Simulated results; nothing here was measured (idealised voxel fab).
This section sets out a process module, namely voxel gate over fins.
Cross-section cut: width 250 nm, square cells of 5 nm.
Notation: cross-section as square-cell grid; stated in bands, top first, going down; one or more cell rows per band.
Top height, bottom height, nm. Materials left to right, width each, nm. Single material + "full width" = fills band edge to edge. "blank" = empty.
Height reference: 0 = level under which incoming wafer is all one material. Lowest band: no bottom, runs on downward, e.g. "0 nm and below".
So if you see something like "30 to 40" for the width, read it as the top row of the band sitting at the first number and the bottom row at the second, with every row in between moving by the same amount as the last.
Take "no modifications" at face value: in the step it is given for, the cross-section changed in none of its cells.
Each empty space that has no open way to the top and spans at least 8 cells appears under "Closed void entries" as width x height at distance, the distance counted from the left edge, all in nm.
If you see something after the settings on a step's line, that's the simulator's own remark about that step.
A step's line can hold "overlay nm"; with a mask on that step, the setting says how far right of the planned place the mask lay, while a negative setting says it lay to the left.

# Process steps foreseen in the plan
1 RECEIVE | material Si
2 CONFORMAL_DEP | material SiN | thk nm 5
3 MASKED_ETCH | tone cover | mask id FINS | width nm 15 | pitch nm 60 | etch materials SiN | depth nm 5 | overlay nm 0
4 MASKED_ETCH | tone cover | mask id FINS | width nm 15 | pitch nm 60 | etch materials Si | depth nm 40 | overlay nm 0
5 OXIDIZE | depth nm 5
6 FILL_DEP | material SiO2 | thk nm 10
7 CMP | height nm 5
8 DIRECTIONAL_DEP | material aC | thk nm 10
9 PATTERN | tone open | mask id RAIL | material resist | width nm 15 | thk nm 30 | overlay nm 0
10 DIRECTIONAL_ETCH | etch materials aC | depth nm 10
11 STRIP | etch materials resist
12 DIRECTIONAL_ETCH | etch materials SiO2 | depth nm 40
13 STRIP | etch materials aC
14 CONFORMAL_DEP | material TiN | thk nm 5
15 FILL_DEP | material W | thk nm 10
16 CMP | height nm 5
17 SELECTIVE_ETCH | etch materials W Ru TiN | depth nm 25
18 FILL_DEP | material SiO2 | thk nm 5
19 CMP | height nm 5
20 SELECTIVE_ETCH | etch materials SiO2 | depth nm 15
21 STRIP | etch materials SiN
22 CONFORMAL_DEP | material HfO2 | thk nm 5
23 CONFORMAL_DEP | material TiN | thk nm 5
24 CONFORMAL_DEP | material TiAl | thk nm 5
25 CONFORMAL_DEP | material TiN | thk nm 5
26 FILL_DEP | material W | thk nm 10
27 CMP | height nm 25
28 CONFORMAL_DEP | material SiN | thk nm 10

# As-received wafer cross-section (after step 1)
* 0 nm and below: Si full width
* Closed void entries: none

# Cross-sectional result after module completion. Note: starting condition and plan are unchanged from above; one processing mistake was made
* 35 nm to 25 nm: SiN full width
* 25 nm to 20 nm: W: 70  TiN: 45  W: 135
* 20 nm to 15 nm: W: 40  TiN: 35  TiAl: 35  TiN: 35  W: 15  TiN: 45  W: 45
* 15 nm to 10 nm: W: 40  TiN: 5  TiAl: 35  TiN: 25  TiAl: 35  TiN: 5  W: 15  TiN: 5  TiAl: 35  TiN: 5  W: 45
* 10 nm to 5 nm: TiN: 45  TiAl: 5  TiN: 25  TiAl: 5  TiN: 5  HfO2: 15  TiN: 5  TiAl: 5  TiN: 25  TiAl: 5  TiN: 25  TiAl: 5  TiN: 25  TiAl: 5  TiN: 50
* 5 nm to 0 nm: TiAl: 50  TiN: 5  HfO2: 15  TiN: 5  TiAl: 5  TiN: 5  HfO2: 15  TiN: 5  TiAl: 5  TiN: 5  HfO2: 15  TiN: 5  TiAl: 35  TiN: 5  HfO2: 15  TiN: 5  TiAl: 55
* 0 nm to -5 nm: TiN: 55  HfO2: 5  Si: 5  HfO2: 5  TiN: 15  HfO2: 15  TiN: 15  HfO2: 5  Si: 5  HfO2: 5  TiN: 45  HfO2: 5  Si: 5  HfO2: 5  TiN: 60
* -5 nm to -10 nm: HfO2: 60  Si: 5  HfO2: 55  Si: 5  HfO2: 55  Si: 5  HfO2: 65
* -10 nm to -20 nm: SiO2: 60  Si: 5  SiO2: 25  HfO2: 5  SiO2: 25  Si: 5  SiO2: 55  Si: 5  SiO2: 65
* -20 nm to -30 nm: SiO2: 60  Si: 5  SiO2: 20  TiN: 5  HfO2: 5  TiN: 5  SiO2: 20  Si: 5  SiO2: 55  Si: 5  SiO2: 65
* -30 nm to -35 nm: SiO2: 60  Si: 5  SiO2: 20  TiN: 15  SiO2: 20  Si: 5  SiO2: 55  Si: 5  SiO2: 65
* -35 nm to -45 nm: SiO2: 60  Si: 5  SiO2: 55  Si: 5  SiO2: 55  Si: 5  SiO2: 65
* -45 nm and below: Si full width
* Closed void entries: none
Run error: for step 15, the planned setting was not used; the step was instead run as FILL_DEP | material HfO2 | thk nm 10
